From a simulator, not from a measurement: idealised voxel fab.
Proc. module: voxel ribs on slabs
Xsec cut, 155 nm wide, square cell size 5 nm.
A cross-section in this document is a grid of square cells, and it is written down as bands, the top band listed before the ones below it; a band is made up of one or more rows of cells.
First you get the band's top height and its bottom height, in nm, and then the materials it's made of, left to right, with each width in nm. If you see a single material with "full width", that one covers the band edge to edge. "empty" is empty space.
It should be noted that heights are counted from 0, beneath which the wafer as supplied is of one material throughout, and that the lowest band possesses no lower boundary but continues downward, as written in "top 0, no bottom".
Think of "30->40" as a width that walks from the first number to the second as you go down the band, top row to bottom row, taking equal-sized steps from row to row.
Any step labelled "nothing was modified" changed none of the cells in the cross-section.
The entry titled "Trapped void list" provides the empty spaces that have no open way to the top, restricted to those of 8 cells or more. Each is presented as width x height at distance, the distance being measured from the left edge, with all three in nm.
Heads up: the bit after the settings on a step's line is the simulator's remark on that step.
For masked steps, "overlay nm" on the step line gives how far right of plan the mask actually lay; a minus sign means it lay to the left.
These are the steps we planned for the process:
step 1: RECEIVE with material Si
step 2: DIRECTIONAL_DEP with material SiO2, thk nm 20
step 3: DIRECTIONAL_DEP with material SiN, thk nm 20
step 4: PATTERN with tone cover, mask id RIB, material resist, width nm 15, thk nm 15, overlay nm 0
step 5: DIRECTIONAL_ETCH with etch materials SiN, depth nm 10
step 6: STRIP with etch materials resist
step 7: MASKED_ETCH with tone cover, mask id SLAB, width nm 75, etch materials SiN, depth nm 10, overlay nm 0
step 8: FILL_DEP with material SiO2, thk nm 25
step 9: CMP with height nm 60
step 10: DIRECTIONAL_DEP with material TiN, thk nm 5
step 11: PATTERN with tone cover, mask id HEATER, material resist, width nm 25, thk nm 20, overlay nm 0
step 12: DIRECTIONAL_ETCH with etch materials TiN, depth nm 5
step 13: STRIP with etch materials resist
step 14: CONFORMAL_DEP with material SiN, thk nm 10
Concerning the first of two wafers, which was run in accordance with the plan:
Wafer cross-section on receipt, i.e. after step 1:
top 0, no bottom | Si full width
Trapped void list: none
You're looking at a cross-section of the wafer after step 2:
top 20, bottom 0 | SiO2 full width
At heights below 0, the structure remains unaltered.
You're looking at a cross-section of the wafer after step 3:
top 40, bottom 20 | SiN full width
At heights below 20, the structure remains unaltered.
You're looking at a cross-section of the wafer after step 4:
top 55, bottom 40 | empty: 70; resist: 15; empty: 70
At heights below 40, the structure remains unaltered.
You're looking at a cross-section of the wafer after step 5:
top 55, bottom 40 | empty: 70; resist: 15; empty: 70
top 40, bottom 30 | empty: 70; SiN: 15; empty: 70
At heights below 30, the structure remains unaltered.
You're looking at a cross-section of the wafer after step 6:
top 40, bottom 30 | empty: 70; SiN: 15; empty: 70
At heights below 30, the structure remains unaltered.
You're looking at a cross-section of the wafer after step 7:
top 40, bottom 30 | empty: 70; SiN: 15; empty: 70
top 30, bottom 20 | empty: 40; SiN: 75; empty: 40
At heights below 20, the structure remains unaltered.
You're looking at a cross-section of the wafer after step 8:
top 65, bottom 40 | SiO2 full width
top 40, bottom 30 | SiO2: 70; SiN: 15; SiO2: 70
top 30, bottom 20 | SiO2: 40; SiN: 75; SiO2: 40
At heights below 20, the structure remains unaltered.
You're looking at a cross-section of the wafer after step 9:
top 60, bottom 40 | SiO2 full width
At heights below 40, the structure remains unaltered.
You're looking at a cross-section of the wafer after step 10:
top 65, bottom 60 | TiN full width
At heights below 60, the structure remains unaltered.
You're looking at a cross-section of the wafer after step 11:
top 85, bottom 65 | empty: 65; resist: 25; empty: 65
At heights below 65, the structure remains unaltered.
You're looking at a cross-section of the wafer after step 12:
top 85, bottom 65 | empty: 65; resist: 25; empty: 65
top 65, bottom 60 | empty: 65; TiN: 25; empty: 65
At heights below 60, the structure remains unaltered.
You're looking at a cross-section of the wafer after step 13:
top 65, bottom 60 | empty: 65; TiN: 25; empty: 65
At heights below 60, the structure remains unaltered.
You're looking at a cross-section of the wafer after step 14:
top 75, bottom 70 | empty: 55; SiN: 45; empty: 55
top 70, bottom 65 | SiN full width
top 65, bottom 60 | SiN: 65; TiN: 25; SiN: 65
At heights below 60, the structure remains unaltered.
Notes, second wafer: start = first wafer's, plan = first wafer's, execution had one mistake; history identical to first through step 2:
Cross-section of the second wafer at the time step 3 of the plan should have ended:
top 60, bottom 20 | SiN full width
At heights below 20, the structure remains unaltered.
Cross-section of the second wafer at the time step 4 of the plan should have ended:
top 75, bottom 60 | empty: 70; resist: 15; empty: 70
At heights below 60, the structure remains unaltered.
Cross-section of the second wafer at the time step 5 of the plan should have ended:
top 75, bottom 60 | empty: 70; resist: 15; empty: 70
top 60, bottom 50 | empty: 70; SiN: 15; empty: 70
At heights below 50, the structure remains unaltered.
Cross-section of the second wafer at the time step 6 of the plan should have ended:
top 60, bottom 50 | empty: 70; SiN: 15; empty: 70
At heights below 50, the structure remains unaltered.
Cross-section of the second wafer at the time step 7 of the plan should have ended:
top 60, bottom 50 | empty: 70; SiN: 15; empty: 70
top 50, bottom 40 | empty: 40; SiN: 75; empty: 40
At heights below 40, the structure remains unaltered.
Cross-section of the second wafer at the time step 8 of the plan should have ended:
top 85, bottom 60 | SiO2 full width
top 60, bottom 50 | SiO2: 70; SiN: 15; SiO2: 70
top 50, bottom 40 | SiO2: 40; SiN: 75; SiO2: 40
At heights below 40, the structure remains unaltered.
Cross-section of the second wafer at the time step 9 of the plan should have ended:
top 60, bottom 50 | SiO2: 70; SiN: 15; SiO2: 70
At heights below 50, the structure remains unaltered.
Cross-section of the second wafer at the time step 10 of the plan should have ended:
top 65, bottom 60 | TiN full width
At heights below 60, the structure remains unaltered.
Cross-section of the second wafer at the time step 11 of the plan should have ended:
top 85, bottom 65 | empty: 65; resist: 25; empty: 65
At heights below 65, the structure remains unaltered.
Cross-section of the second wafer at the time step 12 of the plan should have ended:
top 85, bottom 65 | empty: 65; resist: 25; empty: 65
top 65, bottom 60 | empty: 65; TiN: 25; empty: 65
At heights below 60, the structure remains unaltered.
Cross-section of the second wafer at the time step 13 of the plan should have ended:
top 65, bottom 60 | empty: 65; TiN: 25; empty: 65
At heights below 60, the structure remains unaltered.
Cross-section of the second wafer at the time step 14 of the plan should have ended:
top 75, bottom 70 | empty: 55; SiN: 45; empty: 55
top 70, bottom 65 | SiN full width
top 65, bottom 60 | SiN: 65; TiN: 25; SiN: 65
At heights below 60, the structure remains unaltered.
Heads up, the wafer didn't run the way we planned it: step 3 of the plan was executed twice over
At the finish, the second wafer shows more or fewer cells for some materials than the first does: SiN: 124 more; SiO2: 124 fewer
